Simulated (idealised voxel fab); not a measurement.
The document below concerns the process module designated voxel capacitor over wiring.
Shown is cross-section cut, with a width of 155 nm and square cells of size 5 nm.
A cross-section is a grid of square cells, given in bands from the top down. A band is one or more rows of cells.
Quick guide to a band line: top height, bottom height (nm) up front; then every material left to right with its width in nm. Only one material and it's marked "throughout"? Then it fills the band edge to edge. And "empty" just means empty space.
Height datum 0, below which the as-received substrate wafer is one material. Lowest band open at the bottom, running downward: "0 -> down".
The notation "30->40" denotes a width that varies across the rows of cells in the band, beginning at the first number in the top row, finishing at the second number in the bottom row, and changing by an identical amount from each row to the next.
For the purposes of this document, the phrase "nothing was modified" attached to a step denotes that no cell within the cross-section was modified by that step.
Empty spaces without an open route to the top, at least 8 cells in extent, make up the entry "Trapped cavities"; each is given as width x height at distance, where the distance is measured from the left edge, and all are in nm.
On each step's line, the part that comes after the settings is the simulator's own comment on the step.
overlay nm: mask offset rightward from planned place, masked step; negative means leftward offset.
In what follows, pairs of cross-sections are presented, each taken before and after one process step, with the after cross-section shown only down to the lowest band that was altered; the step, together with its settings, is stated below the pair. The pairs may stem from different runs of this module on the same starting wafer; accordingly, a pair should be taken as continuing from the one above it solely where its entry headed "Prior to step" indicates as much.
[Prior to step]
> 105 -> 75  resist 30 nm, then empty 15 nm, then resist 110 nm
> 75 -> 60  aC throughout
> 60 -> 45  SiO2 throughout
> 45 -> 40  SiCN throughout
> 40 -> 15  SiO2 25 nm, then TiN 5 nm, then SiCN 10 nm, then TiN 5 nm, then SiO2 65 nm, then TiN 5 nm, then SiCN 10 nm, then TiN 5 nm, then SiO2 25 nm
> 15 -> 10  SiN 25 nm, then TiN 20 nm, then SiN 65 nm, then TiN 20 nm, then SiN 25 nm
> 10 -> 0  SiO2 throughout
> 0 -> down  Si throughout
> Trapped cavities: none
[Cross-Section After Step]
> 90 -> 75  resist 30 nm, then empty 15 nm, then resist 110 nm
> 75 -> 60  aC 30 nm, then empty 15 nm, then aC 110 nm
> Everything below 60 is unchanged.
> Trapped cavities: none
Quick note on the step between the two cross-sections above: DIRECTIONAL_ETCH | etch materials aC | depth nm 15
Prior to step: the pre-step structure is the one depicted after the step in the pair just above.
[Cross-Section After Step]
> 75 -> 60  aC 30 nm, then empty 15 nm, then aC 110 nm
> Everything below 60 is unchanged.
> Trapped cavities: none
Quick note on the step between the two cross-sections above: STRIP | etch materials resist
Prior to step: the pre-step structure is the one depicted after the step in the pair just above.
[Cross-Section After Step]
> 75 -> 60  aC 30 nm, then empty 15 nm, then aC 110 nm
> 60 -> 45  SiO2 30 nm, then empty 15 nm, then SiO2 110 nm
> Everything below 45 is unchanged.
> Trapped cavities: none
Quick note on the step between the two cross-sections above: DIRECTIONAL_ETCH | etch materials SiO2 | depth nm 15
Prior to step: the pre-step structure is the one depicted after the step in the pair just above.
[Cross-Section After Step]
> 75 -> 60  aC 30 nm, then empty 15 nm, then aC 110 nm
> 60 -> 45  SiO2 30 nm, then empty 15 nm, then SiO2 110 nm
> 45 -> 40  SiCN 30 nm, then empty 15 nm, then SiCN 110 nm
> Everything below 40 is unchanged.
> Trapped cavities: none
Quick note on the step between the two cross-sections above: DIRECTIONAL_ETCH | etch materials SiCN | depth nm 5
Prior to step: the pre-step structure is the one depicted after the step in the pair just above.
[Cross-Section After Step]
> 60 -> 45  SiO2 30 nm, then empty 15 nm, then SiO2 110 nm
> Everything below 45 is unchanged.
> Trapped cavities: none
Quick note on the step between the two cross-sections above: STRIP | etch materials aC
Prior to step: the pre-step structure is the one depicted after the step in the pair just above.
[Cross-Section After Step]
> 60 -> 50  SiO2 30 nm, then empty 15 nm, then SiO2 110 nm
> 50 -> 45  SiO2 30 nm, then Ru 15 nm, then SiO2 110 nm
> 45 -> 40  SiCN 30 nm, then Ru 15 nm, then SiCN 110 nm
> Everything below 40 is unchanged.
> Trapped cavities: none
Quick note on the step between the two cross-sections above: EPI | material Ru | thk nm 10
Prior to step: the pre-step structure is the one depicted after the step in the pair just above.
[Cross-Section After Step]
> 60 -> 45  SiO2 30 nm, then Ru 15 nm, then SiO2 110 nm
> Everything below 45 is unchanged.
> Trapped cavities: none
Quick note on the step between the two cross-sections above: EPI | material Ru | thk nm 10
Prior to step: the pre-step structure is the one depicted after the step in the pair just above.
[Cross-Section After Step]
> 70 -> 60  TiN throughout
> Everything below 60 is unchanged.
> Trapped cavities: none
Quick note on the step between the two cross-sections above: DIRECTIONAL_DEP | material TiN | thk nm 10
Prior to step: the pre-step structure is the one depicted after the step in the pair just above.
[Cross-Section After Step]
> 75 -> 70  SiN throughout
> Everything below 70 is unchanged.
> Trapped cavities: none
Quick note on the step between the two cross-sections above: DIRECTIONAL_DEP | material SiN | thk nm 5
Prior to step: the pre-step structure is the one depicted after the step in the pair just above.
[Cross-Section After Step]
> 80 -> 75  TiN throughout
> Everything below 75 is unchanged.
> Trapped cavities: none
Quick note on the step between the two cross-sections above: DIRECTIONAL_DEP | material TiN | thk nm 5
Prior to step: the pre-step structure is the one depicted after the step in the pair just above.
[Cross-Section After Step]
> 95 -> 80  empty 30 nm, then resist 70 nm, then empty 55 nm
> Everything below 80 is unchanged.
> Trapped cavities: none
Quick note on the step between the two cross-sections above: PATTERN | tone cover | mask id UPPER_PLATE | material resist | width nm 70 | thk nm 15 | overlay nm 0
Prior to step: the pre-step structure is the one depicted after the step in the pair just above.
[Cross-Section After Step]
> 95 -> 80  empty 30 nm, then resist 70 nm, then empty 55 nm
> 80 -> 75  empty 30 nm, then TiN 70 nm, then empty 55 nm
> Everything below 75 is unchanged.
> Trapped cavities: none
Quick note on the step between the two cross-sections above: DIRECTIONAL_ETCH | etch materials TiN | depth nm 5
Prior to step: the pre-step structure is the one depicted after the step in the pair just above.
[Cross-Section After Step]
> 95 -> 80  empty 30 nm, then resist 70 nm, then empty 55 nm
> 80 -> 75  empty 30 nm, then TiN 70 nm, then empty 55 nm
> 75 -> 70  empty 30 nm, then SiN 70 nm, then empty 55 nm
> Everything below 70 is unchanged.
> Trapped cavities: none
Quick note on the step between the two cross-sections above: DIRECTIONAL_ETCH | etch materials SiN | depth nm 5
Prior to step: the pre-step structure is the one depicted after the step in the pair just above.
[Cross-Section After Step]
> 80 -> 75  empty 30 nm, then TiN 70 nm, then empty 55 nm
> Everything below 75 is unchanged.
> Trapped cavities: none
Quick note on the step between the two cross-sections above: STRIP | etch materials resist
Prior to step: the pre-step structure is the one depicted after the step in the pair just above.
[Cross-Section After Step]
> 80 -> 75  empty 30 nm, then TiN 70 nm, then empty 55 nm
> 75 -> 70  empty 30 nm, then SiN 70 nm, then empty 55 nm
> 70 -> 60  empty 25 nm, then TiN 80 nm, then empty 50 nm
> Everything below 60 is unchanged.
> Trapped cavities: none
Quick note on the step between the two cross-sections above: MASKED_ETCH | tone cover | mask id LOWER_PLATE | width nm 80 | etch materials TiN | depth nm 10 | overlay nm 0
Prior to step: the pre-step structure is the one depicted after the step in the pair just above.
[Cross-Section After Step]
> 95 -> 80  SiO2 throughout
> 80 -> 75  SiO2 30 nm, then TiN 70 nm, then SiO2 55 nm
> 75 -> 70  SiO2 30 nm, then SiN 70 nm, then SiO2 55 nm
> 70 -> 60  SiO2 25 nm, then TiN 80 nm, then SiO2 50 nm
> Everything below 60 is unchanged.
> Trapped cavities: none
Quick note on the step between the two cross-sections above: FILL_DEP | material SiO2 | thk nm 15
Prior to step: the pre-step structure is the one depicted after the step in the pair just above.
[Cross-Section After Step]
> 90 -> 80  SiO2 throughout
> Everything below 80 is unchanged.
> Trapped cavities: none
Quick note on the step between the two cross-sections above: CMP | height nm 90
Prior to step: the pre-step structure is the one depicted after the step in the pair just above.
[Cross-Section After Step]
> 90 -> 80  SiO2 40 nm, then empty 15 nm, then SiO2 100 nm
> Everything below 80 is unchanged.
> Trapped cavities: none
Quick note on the step between the two cross-sections above: MASKED_ETCH | tone open | mask id PLUG_2 | width nm 15 | etch materials SiO2 | depth nm 10 | overlay nm 0
Prior to step: the pre-step structure is the one depicted after the step in the pair just above.
[Cross-Section After Step]
> 95 -> 90  TiN 45 nm, then empty 5 nm, then TiN 105 nm
> 90 -> 85  SiO2 40 nm, then TiN 5 nm, then empty 5 nm, then TiN 5 nm, then SiO2 100 nm
> 85 -> 75  SiO2 40->30 nm, then TiN 15->70 nm, then SiO2 100->55 nm
> Everything below 75 is unchanged.
> Trapped cavities: none
Quick note on the step between the two cross-sections above: CONFORMAL_DEP | material TiN | thk nm 5
Prior to step: the pre-step structure is the one depicted after the step in the pair just above.
[Cross-Section After Step]
> 105 -> 95  Ru throughout
> 95 -> 90  TiN 45 nm, then Ru 5 nm, then TiN 105 nm
> 90 -> 85  SiO2 40 nm, then TiN 5 nm, then Ru 5 nm, then TiN 5 nm, then SiO2 100 nm
> Everything below 85 is unchanged.
> Trapped cavities: none
Quick note on the step between the two cross-sections above: FILL_DEP | material Ru | thk nm 10
Prior to step: the pre-step structure is the one depicted after the step in the pair just above.
[Cross-Section After Step]
> 90 -> 85  SiO2 40 nm, then TiN 5 nm, then Ru 5 nm, then TiN 5 nm, then SiO2 100 nm
> Everything below 85 is unchanged.
> Trapped cavities: none
Quick note on the step between the two cross-sections above: CMP | height nm 90
Prior to step: the pre-step structure is the one depicted after the step in the pair just above.
[Cross-Section After Step]
> 95 -> 90  SiCN throughout
> Everything below 90 is unchanged.
> Trapped cavities: none
Quick note on the step between the two cross-sections above: CONFORMAL_DEP | material SiCN | thk nm 5
[Prior to step]
> 80 -> 75  empty 30 nm, then TiN 70 nm, then empty 55 nm
> 75 -> 70  empty 30 nm, then SiN 70 nm, then empty 55 nm
> 70 -> 60  TiN throughout
> 60 -> 45  SiO2 30 nm, then Ru 15 nm, then SiO2 110 nm
> 45 -> 40  SiCN 30 nm, then Ru 15 nm, then SiCN 110 nm
> 40 -> 15  SiO2 25 nm, then TiN 5 nm, then Cu 10 nm, then TiN 5 nm, then SiO2 65 nm, then TiN 5 nm, then Cu 10 nm, then TiN 5 nm, then SiO2 25 nm
> 15 -> 10  SiN 25 nm, then TiN 20 nm, then SiN 65 nm, then TiN 20 nm, then SiN 25 nm
> 10 -> 0  SiO2 throughout
> 0 -> down  Si throughout
> Trapped cavities: none
[Cross-Section After Step]
> 75 -> 70  empty 30 nm, then SiN 70 nm, then empty 55 nm
> 70 -> 60  TiN 25 nm, then empty 5 nm, then TiN 70 nm, then empty 5 nm, then TiN 50 nm
> Everything below 60 is unchanged.
> Trapped cavities: none
Quick note on the step between the two cross-sections above: MASKED_ETCH | tone open | mask id LOWER_PLATE | width nm 80 | etch materials TiN | depth nm 10 | overlay nm 0
Prior to step: the pre-step structure is the one depicted after the step in the pair just above.
[Cross-Section After Step]
> 90 -> 75  SiO2 throughout
> 75 -> 70  SiO2 30 nm, then SiN 70 nm, then SiO2 55 nm
> 70 -> 60  TiN 25 nm, then SiO2 5 nm, then TiN 70 nm, then SiO2 5 nm, then TiN 50 nm
> Everything below 60 is unchanged.
> Trapped cavities: none
Quick note on the step between the two cross-sections above: FILL_DEP | material SiO2 | thk nm 15
Prior to step: the pre-step structure is the one depicted after the step in the pair just above.
[Cross-Section After Step]
> 90 -> 80  SiO2 40 nm, then empty 15 nm, then SiO2 100 nm
> Everything below 80 is unchanged.
> Trapped cavities: none
Quick note on the step between the two cross-sections above: MASKED_ETCH | tone open | mask id PLUG_2 | width nm 15 | etch materials SiO2 | depth nm 10 | overlay nm 0
Prior to step: the pre-step structure is the one depicted after the step in the pair just above.
[Cross-Section After Step]
> 95 -> 90  TiN 45 nm, then empty 5 nm, then TiN 105 nm
> 90 -> 85  SiO2 40 nm, then TiN 5 nm, then empty 5 nm, then TiN 5 nm, then SiO2 100 nm
> 85 -> 80  SiO2 40 nm, then TiN 15 nm, then SiO2 100 nm
> Everything below 80 is unchanged.
> Trapped cavities: none
Quick note on the step between the two cross-sections above: CONFORMAL_DEP | material TiN | thk nm 5
Prior to step: the pre-step structure is the one depicted after the step in the pair just above.
[Cross-Section After Step]
> 105 -> 95  Ru throughout
> 95 -> 90  TiN 45 nm, then Ru 5 nm, then TiN 105 nm
> 90 -> 85  SiO2 40 nm, then TiN 5 nm, then Ru 5 nm, then TiN 5 nm, then SiO2 100 nm
> Everything below 85 is unchanged.
> Trapped cavities: none
Quick note on the step between the two cross-sections above: FILL_DEP | material Ru | thk nm 10
Prior to step: the pre-step structure is the one depicted after the step in the pair just above.
[Cross-Section After Step]
> 90 -> 85  SiO2 40 nm, then TiN 5 nm, then Ru 5 nm, then TiN 5 nm, then SiO2 100 nm
> Everything below 85 is unchanged.
> Trapped cavities: none
Quick note on the step between the two cross-sections above: CMP | height nm 90
Prior to step: the pre-step structure is the one depicted after the step in the pair just above.
[Cross-Section After Step]
> 95 -> 90  SiCN throughout
> Everything below 90 is unchanged.
> Trapped cavities: none
Quick note on the step between the two cross-sections above: CONFORMAL_DEP | material SiCN | thk nm 5
